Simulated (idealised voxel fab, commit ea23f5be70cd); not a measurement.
Process module under the name voxel local oxidation
The width of the displayed cross-section, cut, is 205 nm; its cells are square, with a size of 5 nm.
For the purposes of this document, a cross-section shall be understood as a grid of square cells, specified as bands listed in top-to-bottom order, each band consisting of one or more rows of cells.
Band: top and bottom heights (nm) first, top before bottom; then materials from left to right, widths in nm. "throughout" marks a sole material filling the band edge to edge. "blank" denotes empty space.
Height is counted from the level 0, under which the received wafer is composed throughout of one material. The lowest of the bands is not closed at the bottom but continues downward, in the notation "z 0 and below".
It should be noted that a width expressed as "30..40" varies in equal increments from row to row of cells within the band, taking the value of the first number at the top row and that of the second number at the bottom row.
It should be understood that the words "left unchanged", when stated for a given step, signify that the cross-section underwent no change in any of its cells during that step.
In the "Completely enclosed voids" entry, you get each enclosed empty space of 8 cells or more, one with no open way to the top, written width x height at distance, distance from the left edge, in nm.
Whatever follows a step's settings on its line is a remark the simulator itself makes about that step.
"overlay nm" on a masked step: distance the mask lay right of its planned place, negative for left.

PLANNED PROCESS STEPS
1. RECEIVE | material Si
2. OXIDIZE | depth nm 5
3. CONFORMAL_DEP | material SiN | thk nm 10
4. MASKED_ETCH | tone cover | mask id ACTIVE | width nm 100 | etch materials SiN | depth nm 10 | overlay nm 0
5. SELECTIVE_ETCH | etch materials SiO2 | depth nm 5
6. OXIDIZE | depth nm 10
7. STRIP | etch materials SiN

WAFER AT RECEIPT (POST STEP 1), CROSS-SECTION
	z 0 and below: Si throughout
	Completely enclosed voids: none

THE FOLLOWING CROSS-SECTION DEPICTS THE WAFER UPON CONCLUSION OF THE MODULE. PROCESSING COMMENCED FROM THE STARTING CONDITION ILLUSTRATED ABOVE AND ADHERED TO THE PLAN ILLUSTRATED ABOVE, SAVE FOR ONE MISTAKE IN EXECUTION
	z 0 to -5: 45 of SiO2  110 of blank  50 of SiO2
	z -5 to -15: 35 of Si  130 of SiO2  40 of Si
	z -15 and below: Si throughout
	Completely enclosed voids: none
What broke from the plan during processing? step 4 was not run as planned; what actually ran was MASKED_ETCH | tone open | mask id ACTIVE | width nm 100 | etch materials SiN | depth nm 10 | overlay nm 0
